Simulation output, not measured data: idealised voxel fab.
This section sets out a process module, namely voxel wiring stack.
For reference, the cross-section in this document is cut, with width 245 nm and square cells of 5 nm.
Think of the cross-section as a grid of square cells. We describe it in bands, top to bottom, and each band covers one or more rows of those cells.
Heads up on the band format: heights come first, top then bottom, in nm. After that it's the materials left to right, each with its width in nm. A single material flagged "everywhere" fills the whole band edge to edge, and "blank" means there's empty space there.
Height 0 is the level under which the wafer as received is all one material. The lowest band goes on downwards, as in "from 0 down".
A two-number width, for instance "30 to 40", indicates that the width is equal to the first number in the top row of the band and to the second number in the bottom row, and that it changes by a constant amount per row of cells.
You'll sometimes find "changes: none" written for a step, and that's the way of saying that nowhere in the cross-section did a cell change during that step.
Empty spaces counting at least 8 cells and having no open way to the top are listed in "Enclosed void catalog". The notation width x height at distance is used for each, the distance being from the left edge and all three values in nm.
Text after the settings on a step's line: the simulator's own remark on that step.
Steps that use a mask can have "overlay nm" on their line. It says how far the mask sat to the right of where it was meant to be. Negative means to the left.
### The steps planned for the process are as follows
1) RECEIVE: material Si
2) CONFORMAL_DEP: material SiO2, thk nm 15
3) DIRECTIONAL_DEP: material TiN, thk nm 5
4) DIRECTIONAL_DEP: material W, thk nm 20
5) DIRECTIONAL_DEP: material aC, thk nm 15
6) PATTERN: tone cover, mask id METAL_1, material resist, width nm 20, pitch nm 50, thk nm 35, overlay nm 0
7) DIRECTIONAL_ETCH: etch materials aC, depth nm 15
8) STRIP: etch materials resist
9) DIRECTIONAL_ETCH: etch materials W, depth nm 20
10) DIRECTIONAL_ETCH: etch materials TiN, depth nm 5
11) STRIP: etch materials aC
12) FILL_DEP: material lowk, thk nm 10
13) CMP: height nm 40
14) CONFORMAL_DEP: material SiCN, thk nm 5
15) DIRECTIONAL_DEP: material SiO2, thk nm 15
16) MASKED_ETCH: tone open, mask id PLUG_1, width nm 15, etch materials SiO2, depth nm 15, overlay nm 0
17) MASKED_ETCH: tone open, mask id PLUG_1, width nm 15, etch materials SiCN, depth nm 5, overlay nm 0
18) EPI: material Ru, thk nm 10
19) EPI: material Ru, thk nm 10
20) DIRECTIONAL_DEP: material TiN, thk nm 5
21) DIRECTIONAL_DEP: material Ru, thk nm 20
22) MASKED_ETCH: tone cover, mask id METAL_2, width nm 20, pitch nm 50, etch materials Ru, depth nm 20, overlay nm 0
23) MASKED_ETCH: tone cover, mask id METAL_2, width nm 20, pitch nm 50, etch materials TiN, depth nm 5, overlay nm 0
24) CONFORMAL_DEP: material SiN, thk nm 5
25) FILL_DEP: material lowk, thk nm 10
26) CMP: height nm 85
27) CONFORMAL_DEP: material SiCN, thk nm 5
28) DIRECTIONAL_DEP: material lowk, thk nm 10
29) DIRECTIONAL_DEP: material aC, thk nm 10
30) PATTERN: tone open, mask id PLUG_2, material resist, width nm 15, thk nm 25, overlay nm 0
31) DIRECTIONAL_ETCH: etch materials aC, depth nm 10
32) STRIP: etch materials resist
33) DIRECTIONAL_ETCH: etch materials lowk, depth nm 10
34) DIRECTIONAL_ETCH: etch materials SiCN, depth nm 5
35) STRIP: etch materials aC
36) CONFORMAL_DEP: material TiN, thk nm 5
37) FILL_DEP: material Cu, thk nm 5
38) CMP: height nm 100
39) CONFORMAL_DEP: material SiN, thk nm 5
40) DIRECTIONAL_DEP: material SiO2, thk nm 15
41) PATTERN: tone open, mask id METAL_3, material resist, width nm 20, pitch nm 50, thk nm 20, overlay nm 0
42) DIRECTIONAL_ETCH: etch materials SiO2, depth nm 15
43) DIRECTIONAL_ETCH: etch materials SiN, depth nm 5
44) STRIP: etch materials resist
45) CONFORMAL_DEP: material TiN, thk nm 5
46) FILL_DEP: material W, thk nm 5
47) CMP: height nm 120
48) EPI: material Ru, thk nm 5
49) FILL_DEP: material SiCN, thk nm 5
50) DIRECTIONAL_DEP: material lowk, thk nm 30
51) MASKED_ETCH: tone open, mask id METAL_4_HOLES, width nm 15, pitch nm 50, etch materials lowk, depth nm 30, overlay nm 0
52) PATTERN: tone open, mask id METAL_4, material resist, width nm 20, pitch nm 50, thk nm 20, overlay nm 0
53) DIRECTIONAL_ETCH: etch materials lowk, depth nm 15
54) DIRECTIONAL_ETCH: etch materials SiCN, depth nm 5
55) STRIP: etch materials resist
56) CONFORMAL_DEP: material TiN, thk nm 5
57) FILL_DEP: material Cu, thk nm 5
58) CMP: height nm 160
59) CONFORMAL_DEP: material SiCN, thk nm 5
### So, the first of our two wafers, run just as we planned it
### The cross-section here shows the wafer as received, i.e. in its state after step 1
  from 0 down  Si everywhere
  Enclosed void catalog: none
### The wafer in cross-section once step 2 is complete
  from 15 to 0  SiO2 everywhere
  Below a height of 0, the structure has not been altered.
### The wafer in cross-section once step 3 is complete
  from 20 to 15  TiN everywhere
  Below a height of 15, the structure has not been altered.
### The wafer in cross-section once step 4 is complete
  from 40 to 20  W everywhere
  Below a height of 20, the structure has not been altered.
### The wafer in cross-section once step 5 is complete
  from 55 to 40  aC everywhere
  Below a height of 40, the structure has not been altered.
### The wafer in cross-section once step 6 is complete
  from 90 to 55  blank 85  resist 20  blank 30  resist 20  blank 90
  Below a height of 55, the structure has not been altered.
### The wafer in cross-section once step 7 is complete
  from 75 to 55  blank 85  resist 20  blank 30  resist 20  blank 90
  from 55 to 40  blank 85  aC 20  blank 30  aC 20  blank 90
  Below a height of 40, the structure has not been altered.
### The wafer in cross-section once step 8 is complete
  from 55 to 40  blank 85  aC 20  blank 30  aC 20  blank 90
  Below a height of 40, the structure has not been altered.
### The wafer in cross-section once step 9 is complete
  from 55 to 40  blank 85  aC 20  blank 30  aC 20  blank 90
  from 40 to 20  blank 85  W 20  blank 30  W 20  blank 90
  Below a height of 20, the structure has not been altered.
### The wafer in cross-section once step 10 is complete
  from 55 to 40  blank 85  aC 20  blank 30  aC 20  blank 90
  from 40 to 20  blank 85  W 20  blank 30  W 20  blank 90
  from 20 to 15  blank 85  TiN 20  blank 30  TiN 20  blank 90
  Below a height of 15, the structure has not been altered.
### The wafer in cross-section once step 11 is complete
  from 40 to 20  blank 85  W 20  blank 30  W 20  blank 90
  Below a height of 20, the structure has not been altered.
### The wafer in cross-section once step 12 is complete
  from 50 to 40  lowk everywhere
  from 40 to 20  lowk 85  W 20  lowk 30  W 20  lowk 90
  from 20 to 15  lowk 85  TiN 20  lowk 30  TiN 20  lowk 90
  Below a height of 15, the structure has not been altered.
### The wafer in cross-section once step 13 is complete
  from 40 to 20  lowk 85  W 20  lowk 30  W 20  lowk 90
  Below a height of 20, the structure has not been altered.
### The wafer in cross-section once step 14 is complete
  from 45 to 40  SiCN everywhere
  Below a height of 40, the structure has not been altered.
### The wafer in cross-section once step 15 is complete
  from 60 to 45  SiO2 everywhere
  Below a height of 45, the structure has not been altered.
### The wafer in cross-section once step 16 is complete
  from 60 to 45  SiO2 85  blank 15  SiO2 145
  Below a height of 45, the structure has not been altered.
### The wafer in cross-section once step 17 is complete
  from 60 to 45  SiO2 85  blank 15  SiO2 145
  from 45 to 40  SiCN 85  blank 15  SiCN 145
  Below a height of 40, the structure has not been altered.
### The wafer in cross-section once step 18 is complete
  from 60 to 50  SiO2 85  blank 15  SiO2 145
  from 50 to 45  SiO2 85  Ru 15  SiO2 145
  from 45 to 40  SiCN 85  Ru 15  SiCN 145
  Below a height of 40, the structure has not been altered.
### The wafer in cross-section once step 19 is complete
  from 60 to 45  SiO2 85  Ru 15  SiO2 145
  Below a height of 45, the structure has not been altered.
### The wafer in cross-section once step 20 is complete
  from 65 to 60  TiN everywhere
  Below a height of 60, the structure has not been altered.
### The wafer in cross-section once step 21 is complete
  from 85 to 65  Ru everywhere
  Below a height of 65, the structure has not been altered.
### The wafer in cross-section once step 22 is complete
  from 85 to 65  blank 85  Ru 20  blank 30  Ru 20  blank 90
  Below a height of 65, the structure has not been altered.
### The wafer in cross-section once step 23 is complete
  from 85 to 65  blank 85  Ru 20  blank 30  Ru 20  blank 90
  from 65 to 60  blank 85  TiN 20  blank 30  TiN 20  blank 90
  Below a height of 60, the structure has not been altered.
### The wafer in cross-section once step 24 is complete
  from 90 to 85  blank 80  SiN 30  blank 20  SiN 30  blank 85
  from 85 to 65  blank 80  SiN 5  Ru 20  SiN 5  blank 20  SiN 5  Ru 20  SiN 5  blank 85
  from 65 to 60  SiN 85  TiN 20  SiN 30  TiN 20  SiN 90
  Below a height of 60, the structure has not been altered.
### The wafer in cross-section once step 25 is complete
  from 100 to 90  lowk everywhere
  from 90 to 85  lowk 80  SiN 30  lowk 20  SiN 30  lowk 85
  from 85 to 65  lowk 80  SiN 5  Ru 20  SiN 5  lowk 20  SiN 5  Ru 20  SiN 5  lowk 85
  Below a height of 65, the structure has not been altered.
### The wafer in cross-section once step 26 is complete
  from 85 to 65  lowk 80  SiN 5  Ru 20  SiN 5  lowk 20  SiN 5  Ru 20  SiN 5  lowk 85
  Below a height of 65, the structure has not been altered.
### The wafer in cross-section once step 27 is complete
  from 90 to 85  SiCN everywhere
  Below a height of 85, the structure has not been altered.
### The wafer in cross-section once step 28 is complete
  from 100 to 90  lowk everywhere
  Below a height of 90, the structure has not been altered.
### The wafer in cross-section once step 29 is complete
  from 110 to 100  aC everywhere
  Below a height of 100, the structure has not been altered.
### The wafer in cross-section once step 30 is complete
  from 135 to 110  resist 85  blank 15  resist 145
  Below a height of 110, the structure has not been altered.
### The wafer in cross-section once step 31 is complete
  from 125 to 110  resist 85  blank 15  resist 145
  from 110 to 100  aC 85  blank 15  aC 145
  Below a height of 100, the structure has not been altered.
### The wafer in cross-section once step 32 is complete
  from 110 to 100  aC 85  blank 15  aC 145
  Below a height of 100, the structure has not been altered.
### The wafer in cross-section once step 33 is complete
  from 110 to 100  aC 85  blank 15  aC 145
  from 100 to 90  lowk 85  blank 15  lowk 145
  Below a height of 90, the structure has not been altered.
### The wafer in cross-section once step 34 is complete
  from 110 to 100  aC 85  blank 15  aC 145
  from 100 to 90  lowk 85  blank 15  lowk 145
  from 90 to 85  SiCN 85  blank 15  SiCN 145
  Below a height of 85, the structure has not been altered.
### The wafer in cross-section once step 35 is complete
  from 100 to 90  lowk 85  blank 15  lowk 145
  Below a height of 90, the structure has not been altered.
### The wafer in cross-section once step 36 is complete
  from 105 to 100  TiN 90  blank 5  TiN 150
  from 100 to 90  lowk 85  TiN 5  blank 5  TiN 5  lowk 145
  from 90 to 85  SiCN 85  TiN 15  SiCN 145
  Below a height of 85, the structure has not been altered.
### The wafer in cross-section once step 37 is complete
  from 110 to 105  Cu everywhere
  from 105 to 100  TiN 90  Cu 5  TiN 150
  from 100 to 90  lowk 85  TiN 5  Cu 5  TiN 5  lowk 145
  Below a height of 90, the structure has not been altered.
### The wafer in cross-section once step 38 is complete
  from 100 to 90  lowk 85  TiN 5  Cu 5  TiN 5  lowk 145
  Below a height of 90, the structure has not been altered.
### The wafer in cross-section once step 39 is complete
  from 105 to 100  SiN everywhere
  Below a height of 100, the structure has not been altered.
### The wafer in cross-section once step 40 is complete
  from 120 to 105  SiO2 everywhere
  Below a height of 105, the structure has not been altered.
### The wafer in cross-section once step 41 is complete
  from 140 to 120  resist 85  blank 20  resist 30  blank 20  resist 90
  Below a height of 120, the structure has not been altered.
### The wafer in cross-section once step 42 is complete
  from 140 to 120  resist 85  blank 20  resist 30  blank 20  resist 90
  from 120 to 105  SiO2 85  blank 20  SiO2 30  blank 20  SiO2 90
  Below a height of 105, the structure has not been altered.
### The wafer in cross-section once step 43 is complete
  from 140 to 120  resist 85  blank 20  resist 30  blank 20  resist 90
  from 120 to 105  SiO2 85  blank 20  SiO2 30  blank 20  SiO2 90
  from 105 to 100  SiN 85  blank 20  SiN 30  blank 20  SiN 90
  Below a height of 100, the structure has not been altered.
### The wafer in cross-section once step 44 is complete
  from 120 to 105  SiO2 85  blank 20  SiO2 30  blank 20  SiO2 90
  Below a height of 105, the structure has not been altered.
### The wafer in cross-section once step 45 is complete
  from 125 to 120  TiN 90  blank 10  TiN 40  blank 10  TiN 95
  from 120 to 105  SiO2 85  TiN 5  blank 10  TiN 5  SiO2 30  TiN 5  blank 10  TiN 5  SiO2 90
  from 105 to 100  SiN 85  TiN 20  SiN 30  TiN 20  SiN 90
  Below a height of 100, the structure has not been altered.
### The wafer in cross-section once step 46 is complete
  from 130 to 125  W everywhere
  from 125 to 120  TiN 90  W 10  TiN 40  W 10  TiN 95
  from 120 to 105  SiO2 85  TiN 5  W 10  TiN 5  SiO2 30  TiN 5  W 10  TiN 5  SiO2 90
  Below a height of 105, the structure has not been altered.
### The wafer in cross-section once step 47 is complete
  from 120 to 105  SiO2 85  TiN 5  W 10  TiN 5  SiO2 30  TiN 5  W 10  TiN 5  SiO2 90
  Below a height of 105, the structure has not been altered.
### The wafer in cross-section once step 48 is complete
  from 125 to 120  blank 80  Ru 30  blank 20  Ru 30  blank 85
  Below a height of 120, the structure has not been altered.
### The wafer in cross-section once step 49 is complete
  from 130 to 125  SiCN everywhere
  from 125 to 120  SiCN 80  Ru 30  SiCN 20  Ru 30  SiCN 85
  Below a height of 120, the structure has not been altered.
### The wafer in cross-section once step 50 is complete
  from 160 to 130  lowk everywhere
  Below a height of 130, the structure has not been altered.
### The wafer in cross-section once step 51 is complete
  from 160 to 130  lowk 85  blank 15  lowk 35  blank 15  lowk 95
  Below a height of 130, the structure has not been altered.
### The wafer in cross-section once step 52 is complete
  from 180 to 160  resist 85  blank 20  resist 30  blank 20  resist 90
  Below a height of 160, the structure has not been altered.
### The wafer in cross-section once step 53 is complete
  from 180 to 160  resist 85  blank 20  resist 30  blank 20  resist 90
  from 160 to 145  lowk 85  blank 20  lowk 30  blank 20  lowk 90
  Below a height of 145, the structure has not been altered.
### The wafer in cross-section once step 54 is complete
  from 180 to 160  resist 85  blank 20  resist 30  blank 20  resist 90
  from 160 to 145  lowk 85  blank 20  lowk 30  blank 20  lowk 90
  from 145 to 130  lowk 85  blank 15  lowk 35  blank 15  lowk 95
  from 130 to 125  SiCN 85  blank 15  SiCN 35  blank 15  SiCN 95
  Below a height of 125, the structure has not been altered.
### The wafer in cross-section once step 55 is complete
  from 160 to 145  lowk 85  blank 20  lowk 30  blank 20  lowk 90
  Below a height of 145, the structure has not been altered.
### The wafer in cross-section once step 56 is complete
  from 165 to 160  TiN 90  blank 10  TiN 40  blank 10  TiN 95
  from 160 to 150  lowk 85  TiN 5  blank 10  TiN 5  lowk 30  TiN 5  blank 10  TiN 5  lowk 90
  from 150 to 145  lowk 85  TiN 5  blank 5  TiN 10  lowk 30  TiN 5  blank 5  TiN 10  lowk 90
  from 145 to 130  lowk 85  TiN 5  blank 5  TiN 5  lowk 35  TiN 5  blank 5  TiN 5  lowk 95
  from 130 to 125  SiCN 85  TiN 15  SiCN 35  TiN 15  SiCN 95
  Below a height of 125, the structure has not been altered.
### The wafer in cross-section once step 57 is complete
  from 170 to 165  Cu everywhere
  from 165 to 160  TiN 90  Cu 10  TiN 40  Cu 10  TiN 95
  from 160 to 150  lowk 85  TiN 5  Cu 10  TiN 5  lowk 30  TiN 5  Cu 10  TiN 5  lowk 90
  from 150 to 145  lowk 85  TiN 5  Cu 5  TiN 10  lowk 30  TiN 5  Cu 5  TiN 10  lowk 90
  from 145 to 130  lowk 85  TiN 5  Cu 5  TiN 5  lowk 35  TiN 5  Cu 5  TiN 5  lowk 95
  Below a height of 130, the structure has not been altered.
### The wafer in cross-section once step 58 is complete
  from 160 to 150  lowk 85  TiN 5  Cu 10  TiN 5  lowk 30  TiN 5  Cu 10  TiN 5  lowk 90
  Below a height of 150, the structure has not been altered.
### The wafer in cross-section once step 59 is complete
  from 165 to 160  SiCN everywhere
  Below a height of 160, the structure has not been altered.
### Wafer two. Identical start, identical plan. One mistake in execution. Identical history through step 13
### The second wafer cut through, at the time step 14 was supposed to be finished
  from 45 to 40  W everywhere
  Below a height of 40, the structure has not been altered.
### The second wafer cut through, at the time step 15 was supposed to be finished
  from 60 to 45  SiO2 everywhere
  Below a height of 45, the structure has not been altered.
### The second wafer cut through, at the time step 16 was supposed to be finished
  from 60 to 45  SiO2 85  blank 15  SiO2 145
  Below a height of 45, the structure has not been altered.
The second wafer cut through, at the time step 17 was supposed to be finished: changes: none
### The second wafer cut through, at the time step 18 was supposed to be finished
  from 60 to 55  SiO2 85  blank 15  SiO2 145
  from 55 to 45  SiO2 85  Ru 15  SiO2 145
  Below a height of 45, the structure has not been altered.
### The second wafer cut through, at the time step 19 was supposed to be finished
  from 65 to 60  blank 80  Ru 25  blank 140
  from 60 to 45  SiO2 85  Ru 15  SiO2 145
  Below a height of 45, the structure has not been altered.
### The second wafer cut through, at the time step 20 was supposed to be finished
  from 70 to 65  blank 80  TiN 25  blank 140
  from 65 to 60  TiN 80  Ru 25  TiN 140
  Below a height of 60, the structure has not been altered.
### The second wafer cut through, at the time step 21 was supposed to be finished
  from 90 to 85  blank 80  Ru 25  blank 140
  from 85 to 70  Ru everywhere
  from 70 to 65  Ru 80  TiN 25  Ru 140
  Below a height of 65, the structure has not been altered.
### The second wafer cut through, at the time step 22 was supposed to be finished
  from 90 to 85  blank 85  Ru 20  blank 140
  from 85 to 70  blank 85  Ru 20  blank 30  Ru 20  blank 90
  from 70 to 65  blank 80  TiN 25  blank 30  Ru 20  blank 90
  Below a height of 65, the structure has not been altered.
### The second wafer cut through, at the time step 23 was supposed to be finished
  from 90 to 85  blank 85  Ru 20  blank 140
  from 85 to 70  blank 85  Ru 20  blank 30  Ru 20  blank 90
  from 70 to 65  blank 85  TiN 20  blank 30  Ru 20  blank 90
  from 65 to 60  blank 80  Ru 25  blank 30  TiN 20  blank 90
  Below a height of 60, the structure has not been altered.
### The second wafer cut through, at the time step 24 was supposed to be finished
  from 95 to 90  blank 80  SiN 30  blank 135
  from 90 to 85  blank 80  SiN 5  Ru 20  SiN 5  blank 20  SiN 30  blank 85
  from 85 to 70  blank 80  SiN 5  Ru 20  SiN 5  blank 20  SiN 5  Ru 20  SiN 5  blank 85
  from 70 to 65  blank 75  SiN 10  TiN 20  SiN 5  blank 20  SiN 5  Ru 20  SiN 5  blank 85
  from 65 to 60  SiN 80  Ru 25  SiN 30  TiN 20  SiN 90
  Below a height of 60, the structure has not been altered.
### The second wafer cut through, at the time step 25 was supposed to be finished
  from 105 to 95  lowk everywhere
  from 95 to 90  lowk 80  SiN 30  lowk 135
  from 90 to 85  lowk 80  SiN 5  Ru 20  SiN 5  lowk 20  SiN 30  lowk 85
  from 85 to 70  lowk 80  SiN 5  Ru 20  SiN 5  lowk 20  SiN 5  Ru 20  SiN 5  lowk 85
  from 70 to 65  lowk 75  SiN 10  TiN 20  SiN 5  lowk 20  SiN 5  Ru 20  SiN 5  lowk 85
  Below a height of 65, the structure has not been altered.
### The second wafer cut through, at the time step 26 was supposed to be finished
  from 85 to 70  lowk 80  SiN 5  Ru 20  SiN 5  lowk 20  SiN 5  Ru 20  SiN 5  lowk 85
  Below a height of 70, the structure has not been altered.
### The second wafer cut through, at the time step 27 was supposed to be finished
  from 90 to 85  SiCN everywhere
  Below a height of 85, the structure has not been altered.
### The second wafer cut through, at the time step 28 was supposed to be finished
  from 100 to 90  lowk everywhere
  Below a height of 90, the structure has not been altered.
### The second wafer cut through, at the time step 29 was supposed to be finished
  from 110 to 100  aC everywhere
  Below a height of 100, the structure has not been altered.
### The second wafer cut through, at the time step 30 was supposed to be finished
  from 135 to 110  resist 85  blank 15  resist 145
  Below a height of 110, the structure has not been altered.
### The second wafer cut through, at the time step 31 was supposed to be finished
  from 125 to 110  resist 85  blank 15  resist 145
  from 110 to 100  aC 85  blank 15  aC 145
  Below a height of 100, the structure has not been altered.
### The second wafer cut through, at the time step 32 was supposed to be finished
  from 110 to 100  aC 85  blank 15  aC 145
  Below a height of 100, the structure has not been altered.
### The second wafer cut through, at the time step 33 was supposed to be finished
  from 110 to 100  aC 85  blank 15  aC 145
  from 100 to 90  lowk 85  blank 15  lowk 145
  Below a height of 90, the structure has not been altered.
### The second wafer cut through, at the time step 34 was supposed to be finished
  from 110 to 100  aC 85  blank 15  aC 145
  from 100 to 90  lowk 85  blank 15  lowk 145
  from 90 to 85  SiCN 85  blank 15  SiCN 145
  Below a height of 85, the structure has not been altered.
### The second wafer cut through, at the time step 35 was supposed to be finished
  from 100 to 90  lowk 85  blank 15  lowk 145
  Below a height of 90, the structure has not been altered.
### The second wafer cut through, at the time step 36 was supposed to be finished
  from 105 to 100  TiN 90  blank 5  TiN 150
  from 100 to 90  lowk 85  TiN 5  blank 5  TiN 5  lowk 145
  from 90 to 85  SiCN 85  TiN 15  SiCN 145
  Below a height of 85, the structure has not been altered.
### The second wafer cut through, at the time step 37 was supposed to be finished
  from 110 to 105  Cu everywhere
  from 105 to 100  TiN 90  Cu 5  TiN 150
  from 100 to 90  lowk 85  TiN 5  Cu 5  TiN 5  lowk 145
  Below a height of 90, the structure has not been altered.
### The second wafer cut through, at the time step 38 was supposed to be finished
  from 100 to 90  lowk 85  TiN 5  Cu 5  TiN 5  lowk 145
  Below a height of 90, the structure has not been altered.
### The second wafer cut through, at the time step 39 was supposed to be finished
  from 105 to 100  SiN everywhere
  Below a height of 100, the structure has not been altered.
### The second wafer cut through, at the time step 40 was supposed to be finished
  from 120 to 105  SiO2 everywhere
  Below a height of 105, the structure has not been altered.
### The second wafer cut through, at the time step 41 was supposed to be finished
  from 140 to 120  resist 85  blank 20  resist 30  blank 20  resist 90
  Below a height of 120, the structure has not been altered.
### The second wafer cut through, at the time step 42 was supposed to be finished
  from 140 to 120  resist 85  blank 20  resist 30  blank 20  resist 90
  from 120 to 105  SiO2 85  blank 20  SiO2 30  blank 20  SiO2 90
  Below a height of 105, the structure has not been altered.
### The second wafer cut through, at the time step 43 was supposed to be finished
  from 140 to 120  resist 85  blank 20  resist 30  blank 20  resist 90
  from 120 to 105  SiO2 85  blank 20  SiO2 30  blank 20  SiO2 90
  from 105 to 100  SiN 85  blank 20  SiN 30  blank 20  SiN 90
  Below a height of 100, the structure has not been altered.
### The second wafer cut through, at the time step 44 was supposed to be finished
  from 120 to 105  SiO2 85  blank 20  SiO2 30  blank 20  SiO2 90
  Below a height of 105, the structure has not been altered.
### The second wafer cut through, at the time step 45 was supposed to be finished
  from 125 to 120  TiN 90  blank 10  TiN 40  blank 10  TiN 95
  from 120 to 105  SiO2 85  TiN 5  blank 10  TiN 5  SiO2 30  TiN 5  blank 10  TiN 5  SiO2 90
  from 105 to 100  SiN 85  TiN 20  SiN 30  TiN 20  SiN 90
  Below a height of 100, the structure has not been altered.
### The second wafer cut through, at the time step 46 was supposed to be finished
  from 130 to 125  W everywhere
  from 125 to 120  TiN 90  W 10  TiN 40  W 10  TiN 95
  from 120 to 105  SiO2 85  TiN 5  W 10  TiN 5  SiO2 30  TiN 5  W 10  TiN 5  SiO2 90
  Below a height of 105, the structure has not been altered.
### The second wafer cut through, at the time step 47 was supposed to be finished
  from 120 to 105  SiO2 85  TiN 5  W 10  TiN 5  SiO2 30  TiN 5  W 10  TiN 5  SiO2 90
  Below a height of 105, the structure has not been altered.
### The second wafer cut through, at the time step 48 was supposed to be finished
  from 125 to 120  blank 80  Ru 30  blank 20  Ru 30  blank 85
  Below a height of 120, the structure has not been altered.
### The second wafer cut through, at the time step 49 was supposed to be finished
  from 130 to 125  SiCN everywhere
  from 125 to 120  SiCN 80  Ru 30  SiCN 20  Ru 30  SiCN 85
  Below a height of 120, the structure has not been altered.
### The second wafer cut through, at the time step 50 was supposed to be finished
  from 160 to 130  lowk everywhere
  Below a height of 130, the structure has not been altered.
### The second wafer cut through, at the time step 51 was supposed to be finished
  from 160 to 130  lowk 85  blank 15  lowk 35  blank 15  lowk 95
  Below a height of 130, the structure has not been altered.
### The second wafer cut through, at the time step 52 was supposed to be finished
  from 180 to 160  resist 85  blank 20  resist 30  blank 20  resist 90
  Below a height of 160, the structure has not been altered.
### The second wafer cut through, at the time step 53 was supposed to be finished
  from 180 to 160  resist 85  blank 20  resist 30  blank 20  resist 90
  from 160 to 145  lowk 85  blank 20  lowk 30  blank 20  lowk 90
  Below a height of 145, the structure has not been altered.
### The second wafer cut through, at the time step 54 was supposed to be finished
  from 180 to 160  resist 85  blank 20  resist 30  blank 20  resist 90
  from 160 to 145  lowk 85  blank 20  lowk 30  blank 20  lowk 90
  from 145 to 130  lowk 85  blank 15  lowk 35  blank 15  lowk 95
  from 130 to 125  SiCN 85  blank 15  SiCN 35  blank 15  SiCN 95
  Below a height of 125, the structure has not been altered.
### The second wafer cut through, at the time step 55 was supposed to be finished
  from 160 to 145  lowk 85  blank 20  lowk 30  blank 20  lowk 90
  Below a height of 145, the structure has not been altered.
### The second wafer cut through, at the time step 56 was supposed to be finished
  from 165 to 160  TiN 90  blank 10  TiN 40  blank 10  TiN 95
  from 160 to 150  lowk 85  TiN 5  blank 10  TiN 5  lowk 30  TiN 5  blank 10  TiN 5  lowk 90
  from 150 to 145  lowk 85  TiN 5  blank 5  TiN 10  lowk 30  TiN 5  blank 5  TiN 10  lowk 90
  from 145 to 130  lowk 85  TiN 5  blank 5  TiN 5  lowk 35  TiN 5  blank 5  TiN 5  lowk 95
  from 130 to 125  SiCN 85  TiN 15  SiCN 35  TiN 15  SiCN 95
  Below a height of 125, the structure has not been altered.
### The second wafer cut through, at the time step 57 was supposed to be finished
  from 170 to 165  Cu everywhere
  from 165 to 160  TiN 90  Cu 10  TiN 40  Cu 10  TiN 95
  from 160 to 150  lowk 85  TiN 5  Cu 10  TiN 5  lowk 30  TiN 5  Cu 10  TiN 5  lowk 90
  from 150 to 145  lowk 85  TiN 5  Cu 5  TiN 10  lowk 30  TiN 5  Cu 5  TiN 10  lowk 90
  from 145 to 130  lowk 85  TiN 5  Cu 5  TiN 5  lowk 35  TiN 5  Cu 5  TiN 5  lowk 95
  Below a height of 130, the structure has not been altered.
### The second wafer cut through, at the time step 58 was supposed to be finished
  from 160 to 150  lowk 85  TiN 5  Cu 10  TiN 5  lowk 30  TiN 5  Cu 10  TiN 5  lowk 90
  Below a height of 150, the structure has not been altered.
### The second wafer cut through, at the time step 59 was supposed to be finished
  from 165 to 160  SiCN everywhere
  Below a height of 160, the structure has not been altered.
Finding, execution versus plan: step 14 changed vs plan, executed as CONFORMAL_DEP: material W, thk nm 5
Wafer comparison, final, in cells, second relative to first, materials more or fewer: Ru -2; SiCN -46; W +49; lowk -1
